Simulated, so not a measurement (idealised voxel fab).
Process module heading - voxel transistor to metal
The width of the displayed cross-section, cut, is 275 nm; its cells are square, with a size of 5 nm.
Think of the cross-section as a grid of square cells. We describe it in bands, top to bottom, and each band covers one or more rows of those cells. Basically the band line says how high the top is and how high the bottom is, in nm, and then what's in it from left to right, every material with its width in nm. Empty space shows up as "blank", and if a single material carries "everywhere" it runs the full band edge to edge. For the purposes of this specification, 0 denotes the height below which the wafer in its as-received condition is composed wholly of one material, and the lowermost band, lacking a lower limit, extends downward without end, as expressed in "0..down". The notation "30 to 40" denotes a width that varies across the rows of cells in the band, beginning at the first number in the top row, finishing at the second number in the bottom row, and changing by an identical amount from each row to the next. You'll sometimes find "no alteration" written for a step, and that's the way of saying that nowhere in the cross-section did a cell change during that step. In "Cavities, sealed" the enclosed voids are listed, meaning empty spaces of 8 cells or larger without any opening to the top. The form is width x height at distance, distance from the left edge, units nm. Formally, on a step line, whatever follows the settings is a remark that the simulator itself makes on the step. overlay nm: on a step with a mask, how far right of its planned place the mask lay; negative means left. So the way this works: pairs, before and after one process step. The after picture only goes down to the lowest band that actually changed, nothing below. Step and its settings are under each pair. And watch out, pairs might come from different runs of this module, same starting wafer though, so a pair only follows on from the one above if its "Pre-process cross-section" entry tells you so.
# Pre-process cross-section
40..25  25 of aC; 20 of blank; 55 of aC; 20 of blank; 30 of aC; 20 of blank; 55 of aC; 20 of blank; 30 of aC
25..10  SiO2 everywhere
10..5  50 of SiO2; 10 of SiN; 5 of HfO2; 5 of TiN; 5 of W; 5 of TiN; 5 of HfO2; 10 of SiN; 80 of SiO2; 10 of SiN; 5 of HfO2; 5 of TiN; 5 of W; 5 of TiN; 5 of HfO2; 10 of SiN; 55 of SiO2
5..0  15 of SiO2; 10 of SiN; 25 of SiO2; 10 of SiN; 5 of HfO2; 5 of TiN; 5 of W; 5 of TiN; 5 of HfO2; 10 of SiN; 25 of SiO2; 10 of SiN; 10 of SiO2; 10 of SiN; 25 of SiO2; 10 of SiN; 5 of HfO2; 5 of TiN; 5 of W; 5 of TiN; 5 of HfO2; 10 of SiN; 25 of SiO2; 10 of SiN; 20 of SiO2
0..-5  15 of SiO2; 10 of SiN; 10 of nSi; 5 of SiO2; 10 of nSi; 10 of SiN; 5 of HfO2; 15 of TiN; 5 of HfO2; 10 of SiN; 10 of nSi; 5 of SiO2; 10 of nSi; 10 of SiN; 10 of SiO2; 10 of SiN; 10 of nSi; 5 of SiO2; 10 of nSi; 10 of SiN; 5 of HfO2; 15 of TiN; 5 of HfO2; 10 of SiN; 10 of nSi; 5 of SiO2; 10 of nSi; 10 of SiN; 20 of SiO2
-5..-10  25 of SiO2; 10 of nSi; 5 of SiO2; 10 of nSi; 5 of SiO2; 35 of HfO2; 5 of SiO2; 10 of nSi; 5 of SiO2; 10 of nSi; 30 of SiO2; 10 of nSi; 5 of SiO2; 10 of nSi; 5 of SiO2; 35 of HfO2; 5 of SiO2; 10 of nSi; 5 of SiO2; 10 of nSi; 30 of SiO2
-10..-20  20 of SiO2; 5 of Si; 25 of nSi; 45 of Si; 25 of nSi; 5 of Si; 20 of SiO2; 5 of Si; 25 of nSi; 45 of Si; 25 of nSi; 5 of Si; 25 of SiO2
-20..-45  20 of SiO2; 105 of Si; 20 of SiO2; 105 of Si; 25 of SiO2
-45..down  Si everywhere
Cavities, sealed: none
# Structure After Step
40..25  25 of aC; 20 of blank; 55 of aC; 20 of blank; 30 of aC; 20 of blank; 55 of aC; 20 of blank; 30 of aC
25..10  25 of SiO2; 20 of blank; 55 of SiO2; 20 of blank; 30 of SiO2; 20 of blank; 55 of SiO2; 20 of blank; 30 of SiO2
10..5  25 of SiO2; 20 of blank; 5 of SiO2; 10 of SiN; 5 of HfO2; 5 of TiN; 5 of W; 5 of TiN; 5 of HfO2; 10 of SiN; 5 of SiO2; 20 of blank; 30 of SiO2; 20 of blank; 5 of SiO2; 10 of SiN; 5 of HfO2; 5 of TiN; 5 of W; 5 of TiN; 5 of HfO2; 10 of SiN; 5 of SiO2; 20 of blank; 30 of SiO2
5..0  15 of SiO2; 10 of SiN; 20 of blank; 5 of SiO2; 10 of SiN; 5 of HfO2; 5 of TiN; 5 of W; 5 of TiN; 5 of HfO2; 10 of SiN; 5 of SiO2; 20 of blank; 10 of SiN; 10 of SiO2; 10 of SiN; 20 of blank; 5 of SiO2; 10 of SiN; 5 of HfO2; 5 of TiN; 5 of W; 5 of TiN; 5 of HfO2; 10 of SiN; 5 of SiO2; 20 of blank; 10 of SiN; 20 of SiO2
0..-5  15 of SiO2; 10 of SiN; 10 of nSi; 5 of blank; 10 of nSi; 10 of SiN; 5 of HfO2; 15 of TiN; 5 of HfO2; 10 of SiN; 10 of nSi; 5 of blank; 10 of nSi; 10 of SiN; 10 of SiO2; 10 of SiN; 10 of nSi; 5 of blank; 10 of nSi; 10 of SiN; 5 of HfO2; 15 of TiN; 5 of HfO2; 10 of SiN; 10 of nSi; 5 of blank; 10 of nSi; 10 of SiN; 20 of SiO2
-5..-10  25 of SiO2; 10 of nSi; 5 of blank; 10 of nSi; 5 of SiO2; 35 of HfO2; 5 of SiO2; 10 of nSi; 5 of blank; 10 of nSi; 30 of SiO2; 10 of nSi; 5 of blank; 10 of nSi; 5 of SiO2; 35 of HfO2; 5 of SiO2; 10 of nSi; 5 of blank; 10 of nSi; 30 of SiO2
Everything below -10 is unchanged.
Cavities, sealed: none
Which step turns the before cross-section above into the after cross-section? op DIRECTIONAL_ETCH | etch materials SiO2 | depth nm 35
Pre-process cross-section: see the after view in the pair directly above.
# Structure After Step
25..10  25 of SiO2; 20 of blank; 55 of SiO2; 20 of blank; 30 of SiO2; 20 of blank; 55 of SiO2; 20 of blank; 30 of SiO2
Everything below 10 is unchanged.
Cavities, sealed: none
Which step turns the before cross-section above into the after cross-section? op STRIP | etch materials aC
Pre-process cross-section: see the after view in the pair directly above.
# Structure After Step
30..25  30 of TiN; 10 of blank; 65 of TiN; 10 of blank; 40 of TiN; 10 of blank; 65 of TiN; 10 of blank; 35 of TiN
25..10  25 of SiO2; 5 of TiN; 10 of blank; 5 of TiN; 55 of SiO2; 5 of TiN; 10 of blank; 5 of TiN; 30 of SiO2; 5 of TiN; 10 of blank; 5 of TiN; 55 of SiO2; 5 of TiN; 10 of blank; 5 of TiN; 30 of SiO2
10..5  25 of SiO2; 5 of TiN; 10 of blank; 5 of TiN; 5 of SiO2; 10 of SiN; 5 of HfO2; 5 of TiN; 5 of W; 5 of TiN; 5 of HfO2; 10 of SiN; 5 of SiO2; 5 of TiN; 10 of blank; 5 of TiN; 30 of SiO2; 5 of TiN; 10 of blank; 5 of TiN; 5 of SiO2; 10 of SiN; 5 of HfO2; 5 of TiN; 5 of W; 5 of TiN; 5 of HfO2; 10 of SiN; 5 of SiO2; 5 of TiN; 10 of blank; 5 of TiN; 30 of SiO2
5..0  15 of SiO2; 10 of SiN; 20 of TiN; 5 of SiO2; 10 of SiN; 5 of HfO2; 5 of TiN; 5 of W; 5 of TiN; 5 of HfO2; 10 of SiN; 5 of SiO2; 20 of TiN; 10 of SiN; 10 of SiO2; 10 of SiN; 20 of TiN; 5 of SiO2; 10 of SiN; 5 of HfO2; 5 of TiN; 5 of W; 5 of TiN; 5 of HfO2; 10 of SiN; 5 of SiO2; 20 of TiN; 10 of SiN; 20 of SiO2
0..-5  15 of SiO2; 10 of SiN; 10 of nSi; 5 of TiN; 10 of nSi; 10 of SiN; 5 of HfO2; 15 of TiN; 5 of HfO2; 10 of SiN; 10 of nSi; 5 of TiN; 10 of nSi; 10 of SiN; 10 of SiO2; 10 of SiN; 10 of nSi; 5 of TiN; 10 of nSi; 10 of SiN; 5 of HfO2; 15 of TiN; 5 of HfO2; 10 of SiN; 10 of nSi; 5 of TiN; 10 of nSi; 10 of SiN; 20 of SiO2
-5..-10  25 of SiO2; 10 of nSi; 5 of TiN; 10 of nSi; 5 of SiO2; 35 of HfO2; 5 of SiO2; 10 of nSi; 5 of TiN; 10 of nSi; 30 of SiO2; 10 of nSi; 5 of TiN; 10 of nSi; 5 of SiO2; 35 of HfO2; 5 of SiO2; 10 of nSi; 5 of TiN; 10 of nSi; 30 of SiO2
Everything below -10 is unchanged.
Cavities, sealed: none
Which step turns the before cross-section above into the after cross-section? op CONFORMAL_DEP | material TiN | thk nm 5
Pre-process cross-section: see the after view in the pair directly above.
# Structure After Step
40..30  W everywhere
30..25  30 of TiN; 10 of W; 65 of TiN; 10 of W; 40 of TiN; 10 of W; 65 of TiN; 10 of W; 35 of TiN
25..10  25 of SiO2; 5 of TiN; 10 of W; 5 of TiN; 55 of SiO2; 5 of TiN; 10 of W; 5 of TiN; 30 of SiO2; 5 of TiN; 10 of W; 5 of TiN; 55 of SiO2; 5 of TiN; 10 of W; 5 of TiN; 30 of SiO2
10..5  25 of SiO2; 5 of TiN; 10 of W; 5 of TiN; 5 of SiO2; 10 of SiN; 5 of HfO2; 5 of TiN; 5 of W; 5 of TiN; 5 of HfO2; 10 of SiN; 5 of SiO2; 5 of TiN; 10 of W; 5 of TiN; 30 of SiO2; 5 of TiN; 10 of W; 5 of TiN; 5 of SiO2; 10 of SiN; 5 of HfO2; 5 of TiN; 5 of W; 5 of TiN; 5 of HfO2; 10 of SiN; 5 of SiO2; 5 of TiN; 10 of W; 5 of TiN; 30 of SiO2
Everything below 5 is unchanged.
Cavities, sealed: none
Which step turns the before cross-section above into the after cross-section? op FILL_DEP | material W | thk nm 10
Pre-process cross-section: see the after view in the pair directly above.
# Structure After Step
25..10  25 of SiO2; 5 of TiN; 10 of W; 5 of TiN; 55 of SiO2; 5 of TiN; 10 of W; 5 of TiN; 30 of SiO2; 5 of TiN; 10 of W; 5 of TiN; 55 of SiO2; 5 of TiN; 10 of W; 5 of TiN; 30 of SiO2
Everything below 10 is unchanged.
Cavities, sealed: none
Which step turns the before cross-section above into the after cross-section? op CMP | height nm 25
Pre-process cross-section: see the after view in the pair directly above.
# Structure After Step
30..25  TiN everywhere
Everything below 25 is unchanged.
Cavities, sealed: none
Which step turns the before cross-section above into the after cross-section? op DIRECTIONAL_DEP | material TiN | thk nm 5
Pre-process cross-section: see the after view in the pair directly above.
# Structure After Step
45..30  Ru everywhere
Everything below 30 is unchanged.
Cavities, sealed: none
Which step turns the before cross-section above into the after cross-section? op DIRECTIONAL_DEP | material Ru | thk nm 15
Pre-process cross-section: see the after view in the pair directly above.
# Structure After Step
60..45  25 of blank; 20 of resist; 55 of blank; 20 of resist; 30 of blank; 20 of resist; 55 of blank; 20 of resist; 30 of blank
Everything below 45 is unchanged.
Cavities, sealed: none
Which step turns the before cross-section above into the after cross-section? op PATTERN | tone cover | mask id METAL_1 | material resist | width nm 20 | thk nm 15 | overlay nm 0
Pre-process cross-section: see the after view in the pair directly above.
# Structure After Step
60..45  25 of blank; 20 of resist; 55 of blank; 20 of resist; 30 of blank; 20 of resist; 55 of blank; 20 of resist; 30 of blank
45..30  25 of blank; 20 of Ru; 55 of blank; 20 of Ru; 30 of blank; 20 of Ru; 55 of blank; 20 of Ru; 30 of blank
Everything below 30 is unchanged.
Cavities, sealed: none
Which step turns the before cross-section above into the after cross-section? op DIRECTIONAL_ETCH | etch materials Ru | depth nm 15
Pre-process cross-section: see the after view in the pair directly above.
# Structure After Step
60..45  25 of blank; 20 of resist; 55 of blank; 20 of resist; 30 of blank; 20 of resist; 55 of blank; 20 of resist; 30 of blank
45..30  25 of blank; 20 of Ru; 55 of blank; 20 of Ru; 30 of blank; 20 of Ru; 55 of blank; 20 of Ru; 30 of blank
30..25  25 of blank; 20 of TiN; 55 of blank; 20 of TiN; 30 of blank; 20 of TiN; 55 of blank; 20 of TiN; 30 of blank
Everything below 25 is unchanged.
Cavities, sealed: none
Which step turns the before cross-section above into the after cross-section? op DIRECTIONAL_ETCH | etch materials TiN | depth nm 5
Pre-process cross-section: see the after view in the pair directly above.
# Structure After Step
45..30  25 of blank; 20 of Ru; 55 of blank; 20 of Ru; 30 of blank; 20 of Ru; 55 of blank; 20 of Ru; 30 of blank
Everything below 30 is unchanged.
Cavities, sealed: none
Which step turns the before cross-section above into the after cross-section? op STRIP | etch materials resist
Pre-process cross-section: see the after view in the pair directly above.
# Structure After Step
50..45  SiO2 everywhere
45..30  25 of SiO2; 20 of Ru; 55 of SiO2; 20 of Ru; 30 of SiO2; 20 of Ru; 55 of SiO2; 20 of Ru; 30 of SiO2
30..25  25 of SiO2; 20 of TiN; 55 of SiO2; 20 of TiN; 30 of SiO2; 20 of TiN; 55 of SiO2; 20 of TiN; 30 of SiO2
Everything below 25 is unchanged.
Cavities, sealed: none
Which step turns the before cross-section above into the after cross-section? op FILL_DEP | material SiO2 | thk nm 5
Pre-process cross-section: see the after view in the pair directly above.
# Structure After Step
45..30  25 of SiO2; 20 of Ru; 55 of SiO2; 20 of Ru; 30 of SiO2; 20 of Ru; 55 of SiO2; 20 of Ru; 30 of SiO2
Everything below 30 is unchanged.
Cavities, sealed: none
Which step turns the before cross-section above into the after cross-section? op CMP | height nm 45
Pre-process cross-section: see the after view in the pair directly above.
# Structure After Step
50..45  SiCN everywhere
Everything below 45 is unchanged.
Cavities, sealed: none
Which step turns the before cross-section above into the after cross-section? op CONFORMAL_DEP | material SiCN | thk nm 5
# Pre-process cross-section
15..10  20 of blank; 105 of SiN; 20 of blank; 105 of SiN; 25 of blank
10..0  20 of SiO2; 105 of SiN; 20 of SiO2; 105 of SiN; 25 of SiO2
0..-5  SiO2 everywhere
-5..-25  20 of SiO2; 105 of Si; 20 of SiO2; 105 of Si; 25 of SiO2
-25..down  Si everywhere
Cavities, sealed: none
# Structure After Step
15..5  20 of blank; 105 of SiN; 20 of blank; 105 of SiN; 25 of blank
Everything below 5 is unchanged.
Cavities, sealed: none
Which step turns the before cross-section above into the after cross-section? op SELECTIVE_ETCH | etch materials SiO2 | depth nm 5
Pre-process cross-section: see the after view in the pair directly above.
# Structure After Step
5..0  20 of SiO2; 105 of blank; 20 of SiO2; 105 of blank; 25 of SiO2
Everything below 0 is unchanged.
Cavities, sealed: none
Which step turns the before cross-section above into the after cross-section? op STRIP | etch materials SiN
Pre-process cross-section: see the after view in the pair directly above.
# Structure After Step
25..20  20 of polySi; 105 of blank; 20 of polySi; 105 of blank; 25 of polySi
20..5  polySi everywhere
5..0  20 of SiO2; 105 of polySi; 20 of SiO2; 105 of polySi; 25 of SiO2
Everything below 0 is unchanged.
Cavities, sealed: none
Which step turns the before cross-section above into the after cross-section? op DIRECTIONAL_DEP | material polySi | thk nm 20
Pre-process cross-section: see the after view in the pair directly above.
# Structure After Step
40..35  20 of SiCN; 105 of blank; 20 of SiCN; 105 of blank; 25 of SiCN
35..25  SiCN everywhere
25..20  20 of polySi; 105 of SiCN; 20 of polySi; 105 of SiCN; 25 of polySi
Everything below 20 is unchanged.
Cavities, sealed: none
Which step turns the before cross-section above into the after cross-section? op DIRECTIONAL_DEP | material SiCN | thk nm 15
Pre-process cross-section: see the after view in the pair directly above.
# Structure After Step
50..45  20 of aC; 105 of blank; 20 of aC; 105 of blank; 25 of aC
45..40  aC everywhere
40..35  20 of SiCN; 105 of aC; 20 of SiCN; 105 of aC; 25 of SiCN
Everything below 35 is unchanged.
Cavities, sealed: none
Which step turns the before cross-section above into the after cross-section? op DIRECTIONAL_DEP | material aC | thk nm 10
Pre-process cross-section: see the after view in the pair directly above.
# Structure After Step
80..50  60 of blank; 25 of resist; 100 of blank; 25 of resist; 65 of blank
50..45  20 of aC; 40 of blank; 25 of resist; 40 of blank; 20 of aC; 40 of blank; 25 of resist; 40 of blank; 25 of aC
Everything below 45 is unchanged.
Cavities, sealed: none
Which step turns the before cross-section above into the after cross-section? op PATTERN | tone cover | mask id GATE | material resist | width nm 25 | pitch nm 125 | thk nm 30 | overlay nm 0
Pre-process cross-section: see the after view in the pair directly above.
# Structure After Step
70..45  60 of blank; 25 of resist; 100 of blank; 25 of resist; 65 of blank
45..40  60 of blank; 25 of aC; 100 of blank; 25 of aC; 65 of blank
40..35  20 of SiCN; 40 of blank; 25 of aC; 40 of blank; 20 of SiCN; 40 of blank; 25 of aC; 40 of blank; 25 of SiCN
Everything below 35 is unchanged.
Cavities, sealed: none
Which step turns the before cross-section above into the after cross-section? op DIRECTIONAL_ETCH | etch materials aC | depth nm 10
Pre-process cross-section: see the after view in the pair directly above.
# Structure After Step
45..40  60 of blank; 25 of aC; 100 of blank; 25 of aC; 65 of blank
Everything below 40 is unchanged.
Cavities, sealed: none
Which step turns the before cross-section above into the after cross-section? op STRIP | etch materials resist
Pre-process cross-section: see the after view in the pair directly above.
# Structure After Step
45..35  60 of blank; 25 of aC; 100 of blank; 25 of aC; 65 of blank
35..25  60 of blank; 25 of SiCN; 100 of blank; 25 of SiCN; 65 of blank
25..20  20 of polySi; 40 of blank; 25 of SiCN; 40 of blank; 20 of polySi; 40 of blank; 25 of SiCN; 40 of blank; 25 of polySi
Everything below 20 is unchanged.
Cavities, sealed: none
Which step turns the before cross-section above into the after cross-section? op DIRECTIONAL_ETCH | etch materials SiCN | depth nm 25
Pre-process cross-section: see the after view in the pair directly above.
# Structure After Step
45..35  60 of blank; 25 of aC; 100 of blank; 25 of aC; 65 of blank
35..20  60 of blank; 25 of SiCN; 100 of blank; 25 of SiCN; 65 of blank
20..5  60 of blank; 25 of polySi; 100 of blank; 25 of polySi; 65 of blank
5..0  20 of SiO2; 40 of blank; 25 of polySi; 40 of blank; 20 of SiO2; 40 of blank; 25 of polySi; 40 of blank; 25 of SiO2
Everything below 0 is unchanged.
Cavities, sealed: none
Which step turns the before cross-section above into the after cross-section? op DIRECTIONAL_ETCH | etch materials polySi | depth nm 30
Pre-process cross-section: see the after view in the pair directly above.
# Structure After Step
35..20  60 of blank; 25 of SiCN; 100 of blank; 25 of SiCN; 65 of blank
Everything below 20 is unchanged.
Cavities, sealed: none
Which step turns the before cross-section above into the after cross-section? op STRIP | etch materials aC
Pre-process cross-section: see the after view in the pair directly above.
# Structure After Step
45..35  50 of blank; 45 of SiN; 80 of blank; 45 of SiN; 55 of blank
35..20  50 of blank; 10 of SiN; 25 of SiCN; 10 of SiN; 80 of blank; 10 of SiN; 25 of SiCN; 10 of SiN; 55 of blank
20..15  50 of blank; 10 of SiN; 25 of polySi; 10 of SiN; 80 of blank; 10 of SiN; 25 of polySi; 10 of SiN; 55 of blank
15..10  30 of SiN; 20 of blank; 10 of SiN; 25 of polySi; 10 of SiN; 20 of blank; 40 of SiN; 20 of blank; 10 of SiN; 25 of polySi; 10 of SiN; 20 of blank; 35 of SiN
10..5  60 of SiN; 25 of polySi; 100 of SiN; 25 of polySi; 65 of SiN
5..0  20 of SiO2; 40 of SiN; 25 of polySi; 40 of SiN; 20 of SiO2; 40 of SiN; 25 of polySi; 40 of SiN; 25 of SiO2
Everything below 0 is unchanged.
Cavities, sealed: none
Which step turns the before cross-section above into the after cross-section? op CONFORMAL_DEP | material SiN | thk nm 10
Pre-process cross-section: see the after view in the pair directly above.
# Structure After Step
35..20  50 of blank; 10 of SiN; 25 of SiCN; 10 of SiN; 80 of blank; 10 of SiN; 25 of SiCN; 10 of SiN; 55 of blank
20..5  50 of blank; 10 of SiN; 25 of polySi; 10 of SiN; 80 of blank; 10 of SiN; 25 of polySi; 10 of SiN; 55 of blank
5..0  20 of SiO2; 10 of SiN; 20 of blank; 10 of SiN; 25 of polySi; 10 of SiN; 20 of blank; 10 of SiN; 20 of SiO2; 10 of SiN; 20 of blank; 10 of SiN; 25 of polySi; 10 of SiN; 20 of blank; 10 of SiN; 25 of SiO2
Everything below 0 is unchanged.
Cavities, sealed: none
Which step turns the before cross-section above into the after cross-section? op DIRECTIONAL_ETCH | etch materials SiN | depth nm 10
Pre-process cross-section: see the after view in the pair directly above.
# Structure After Step
35..20  50 of blank; 10 of SiN; 25 of SiCN; 10 of SiN; 80 of blank; 10 of SiN; 25 of SiCN; 10 of SiN; 55 of blank
20..5  50 of blank; 10 of SiN; 25 of polySi; 10 of SiN; 80 of blank; 10 of SiN; 25 of polySi; 10 of SiN; 55 of blank
5..0  20 of blank; 10 of SiN; 20 of blank; 10 of SiN; 25 of polySi; 10 of SiN; 20 of blank; 10 of SiN; 20 of blank; 10 of SiN; 20 of blank; 10 of SiN; 25 of polySi; 10 of SiN; 20 of blank; 10 of SiN; 25 of blank
0..-5  30 of SiO2; 20 of blank; 45 of SiO2; 20 of blank; 40 of SiO2; 20 of blank; 45 of SiO2; 20 of blank; 35 of SiO2
Everything below -5 is unchanged.
Cavities, sealed: none
Which step turns the before cross-section above into the after cross-section? op DIRECTIONAL_ETCH | etch materials SiO2 | depth nm 5
Pre-process cross-section: see the after view in the pair directly above.
# Structure After Step
35..20  50 of blank; 10 of SiN; 25 of SiCN; 10 of SiN; 80 of blank; 10 of SiN; 25 of SiCN; 10 of SiN; 55 of blank
20..5  50 of blank; 10 of SiN; 25 of polySi; 10 of SiN; 80 of blank; 10 of SiN; 25 of polySi; 10 of SiN; 55 of blank
5..0  20 of blank; 10 of SiN; 20 of blank; 10 of SiN; 25 of polySi; 10 of SiN; 20 of blank; 10 of SiN; 20 of blank; 10 of SiN; 20 of blank; 10 of SiN; 25 of polySi; 10 of SiN; 20 of blank; 10 of SiN; 25 of blank
0..-5  30 of SiO2; 20 of blank; 45 of SiO2; 20 of blank; 40 of SiO2; 20 of blank; 45 of SiO2; 20 of blank; 35 of SiO2
-5..-15  20 of SiO2; 10 of Si; 20 of blank; 45 of Si; 20 of blank; 10 of Si; 20 of SiO2; 10 of Si; 20 of blank; 45 of Si; 20 of blank; 10 of Si; 25 of SiO2
Everything below -15 is unchanged.
Cavities, sealed: none
Which step turns the before cross-section above into the after cross-section? op DIRECTIONAL_ETCH | etch materials Si | depth nm 10
Pre-process cross-section: see the after view in the pair directly above.
# Structure After Step
35..20  50 of blank; 10 of SiN; 25 of SiCN; 10 of SiN; 80 of blank; 10 of SiN; 25 of SiCN; 10 of SiN; 55 of blank
20..5  50 of blank; 10 of SiN; 25 of polySi; 10 of SiN; 80 of blank; 10 of SiN; 25 of polySi; 10 of SiN; 55 of blank
5..0  20 of blank; 10 of SiN; 20 of nSi; 10 of SiN; 25 of polySi; 10 of SiN; 20 of nSi; 10 of SiN; 20 of blank; 10 of SiN; 20 of nSi; 10 of SiN; 25 of polySi; 10 of SiN; 20 of nSi; 10 of SiN; 25 of blank
0..-5  30 of SiO2; 20 of nSi; 45 of SiO2; 20 of nSi; 40 of SiO2; 20 of nSi; 45 of SiO2; 20 of nSi; 35 of SiO2
-5..-15  20 of SiO2; 10 of Si; 20 of nSi; 45 of Si; 20 of nSi; 10 of Si; 20 of SiO2; 10 of Si; 20 of nSi; 45 of Si; 20 of nSi; 10 of Si; 25 of SiO2
Everything below -15 is unchanged.
Cavities, sealed: none
Which step turns the before cross-section above into the after cross-section? op EPI | material nSi | thk nm 10
Pre-process cross-section: see the after view in the pair directly above.
# Structure After Step
40..35  SiO2 everywhere
35..20  50 of SiO2; 10 of SiN; 25 of SiCN; 10 of SiN; 80 of SiO2; 10 of SiN; 25 of SiCN; 10 of SiN; 55 of SiO2
20..5  50 of SiO2; 10 of SiN; 25 of polySi; 10 of SiN; 80 of SiO2; 10 of SiN; 25 of polySi; 10 of SiN; 55 of SiO2
5..0  20 of SiO2; 10 of SiN; 20 of nSi; 10 of SiN; 25 of polySi; 10 of SiN; 20 of nSi; 10 of SiN; 20 of SiO2; 10 of SiN; 20 of nSi; 10 of SiN; 25 of polySi; 10 of SiN; 20 of nSi; 10 of SiN; 25 of SiO2
Everything below 0 is unchanged.
Cavities, sealed: none
Which step turns the before cross-section above into the after cross-section? op FILL_DEP | material SiO2 | thk nm 5
Pre-process cross-section: see the after view in the pair directly above.
# Structure After Step
15..5  50 of SiO2; 10 of SiN; 25 of polySi; 10 of SiN; 80 of SiO2; 10 of SiN; 25 of polySi; 10 of SiN; 55 of SiO2
Everything below 5 is unchanged.
Cavities, sealed: none
Which step turns the before cross-section above into the after cross-section? op CMP | height nm 15
Pre-process cross-section: see the after view in the pair directly above.
# Structure After Step
15..5  50 of SiO2; 10 of SiN; 25 of blank; 10 of SiN; 80 of SiO2; 10 of SiN; 25 of blank; 10 of SiN; 55 of SiO2
5..0  20 of SiO2; 10 of SiN; 20 of nSi; 10 of SiN; 25 of blank; 10 of SiN; 20 of nSi; 10 of SiN; 20 of SiO2; 10 of SiN; 20 of nSi; 10 of SiN; 25 of blank; 10 of SiN; 20 of nSi; 10 of SiN; 25 of SiO2
Everything below 0 is unchanged.
Cavities, sealed: none
Which step turns the before cross-section above into the after cross-section? op STRIP | etch materials polySi
Pre-process cross-section: see the after view in the pair directly above.
# Structure After Step
15..10  50 of blank; 10 of SiN; 25 of blank; 10 of SiN; 80 of blank; 10 of SiN; 25 of blank; 10 of SiN; 55 of blank
10..5  50 of SiO2; 10 of SiN; 25 of blank; 10 of SiN; 80 of SiO2; 10 of SiN; 25 of blank; 10 of SiN; 55 of SiO2
5..0  20 of SiO2; 10 of SiN; 20 of nSi; 10 of SiN; 25 of blank; 10 of SiN; 20 of nSi; 10 of SiN; 20 of SiO2; 10 of SiN; 20 of nSi; 10 of SiN; 25 of blank; 10 of SiN; 20 of nSi; 10 of SiN; 25 of SiO2
0..-5  30 of SiO2; 20 of nSi; 5 of SiO2; 35 of blank; 5 of SiO2; 20 of nSi; 40 of SiO2; 20 of nSi; 5 of SiO2; 35 of blank; 5 of SiO2; 20 of nSi; 35 of SiO2
Everything below -5 is unchanged.
Cavities, sealed: none
Which step turns the before cross-section above into the after cross-section? op SELECTIVE_ETCH | etch materials SiO2 | depth nm 5
Pre-process cross-section: see the after view in the pair directly above.
# Structure After Step
20..15  45 of blank; 20 of HfO2; 15 of blank; 20 of HfO2; 70 of blank; 20 of HfO2; 15 of blank; 20 of HfO2; 50 of blank
15..10  50 of HfO2; 10 of SiN; 5 of HfO2; 15 of blank; 5 of HfO2; 10 of SiN; 80 of HfO2; 10 of SiN; 5 of HfO2; 15 of blank; 5 of HfO2; 10 of SiN; 55 of HfO2
10..5  50 of SiO2; 10 of SiN; 5 of HfO2; 15 of blank; 5 of HfO2; 10 of SiN; 80 of SiO2; 10 of SiN; 5 of HfO2; 15 of blank; 5 of HfO2; 10 of SiN; 55 of SiO2
5..0  20 of SiO2; 10 of SiN; 20 of nSi; 10 of SiN; 5 of HfO2; 15 of blank; 5 of HfO2; 10 of SiN; 20 of nSi; 10 of SiN; 20 of SiO2; 10 of SiN; 20 of nSi; 10 of SiN; 5 of HfO2; 15 of blank; 5 of HfO2; 10 of SiN; 20 of nSi; 10 of SiN; 25 of SiO2
0..-5  30 of SiO2; 20 of nSi; 5 of SiO2; 35 of HfO2; 5 of SiO2; 20 of nSi; 40 of SiO2; 20 of nSi; 5 of SiO2; 35 of HfO2; 5 of SiO2; 20 of nSi; 35 of SiO2
Everything below -5 is unchanged.
Cavities, sealed: none
Which step turns the before cross-section above into the after cross-section? op CONFORMAL_DEP | material HfO2 | thk nm 5
Pre-process cross-section: see the after view in the pair directly above.
# Structure After Step
25..20  40 of blank; 30 of TiN; 5 of blank; 30 of TiN; 60 of blank; 30 of TiN; 5 of blank; 30 of TiN; 45 of blank
20..15  45 of TiN; 20 of HfO2; 5 of TiN; 5 of blank; 5 of TiN; 20 of HfO2; 70 of TiN; 20 of HfO2; 5 of TiN; 5 of blank; 5 of TiN; 20 of HfO2; 50 of TiN
15..10  50 of HfO2; 10 of SiN; 5 of HfO2; 5 of TiN; 5 of blank; 5 of TiN; 5 of HfO2; 10 of SiN; 80 of HfO2; 10 of SiN; 5 of HfO2; 5 of TiN; 5 of blank; 5 of TiN; 5 of HfO2; 10 of SiN; 55 of HfO2
10..5  50 of SiO2; 10 of SiN; 5 of HfO2; 5 of TiN; 5 of blank; 5 of TiN; 5 of HfO2; 10 of SiN; 80 of SiO2; 10 of SiN; 5 of HfO2; 5 of TiN; 5 of blank; 5 of TiN; 5 of HfO2; 10 of SiN; 55 of SiO2
5..0  20 of SiO2; 10 of SiN; 20 of nSi; 10 of SiN; 5 of HfO2; 15 of TiN; 5 of HfO2; 10 of SiN; 20 of nSi; 10 of SiN; 20 of SiO2; 10 of SiN; 20 of nSi; 10 of SiN; 5 of HfO2; 15 of TiN; 5 of HfO2; 10 of SiN; 20 of nSi; 10 of SiN; 25 of SiO2
Everything below 0 is unchanged.
Cavities, sealed: none
Which step turns the before cross-section above into the after cross-section? op CONFORMAL_DEP | material TiN | thk nm 5
Pre-process cross-section: see the after view in the pair directly above.
# Structure After Step
30..25  W everywhere
25..20  40 of W; 30 of TiN; 5 of W; 30 of TiN; 60 of W; 30 of TiN; 5 of W; 30 of TiN; 45 of W
20..15  45 of TiN; 20 of HfO2; 5 of TiN; 5 of W; 5 of TiN; 20 of HfO2; 70 of TiN; 20 of HfO2; 5 of TiN; 5 of W; 5 of TiN; 20 of HfO2; 50 of TiN
15..10  50 of HfO2; 10 of SiN; 5 of HfO2; 5 of TiN; 5 of W; 5 of TiN; 5 of HfO2; 10 of SiN; 80 of HfO2; 10 of SiN; 5 of HfO2; 5 of TiN; 5 of W; 5 of TiN; 5 of HfO2; 10 of SiN; 55 of HfO2
10..5  50 of SiO2; 10 of SiN; 5 of HfO2; 5 of TiN; 5 of W; 5 of TiN; 5 of HfO2; 10 of SiN; 80 of SiO2; 10 of SiN; 5 of HfO2; 5 of TiN; 5 of W; 5 of TiN; 5 of HfO2; 10 of SiN; 55 of SiO2
Everything below 5 is unchanged.
Cavities, sealed: none
Which step turns the before cross-section above into the after cross-section? op FILL_DEP | material W | thk nm 5
Pre-process cross-section: see the after view in the pair directly above.
# Structure After Step
10..5  50 of SiO2; 10 of SiN; 5 of HfO2; 5 of TiN; 5 of W; 5 of TiN; 5 of HfO2; 10 of SiN; 80 of SiO2; 10 of SiN; 5 of HfO2; 5 of TiN; 5 of W; 5 of TiN; 5 of HfO2; 10 of SiN; 55 of SiO2
Everything below 5 is unchanged.
Cavities, sealed: none
Which step turns the before cross-section above into the after cross-section? op CMP | height nm 10
Pre-process cross-section: see the after view in the pair directly above.
# Structure After Step
25..10  SiO2 everywhere
Everything below 10 is unchanged.
Cavities, sealed: none
Which step turns the before cross-section above into the after cross-section? op DIRECTIONAL_DEP | material SiO2 | thk nm 15
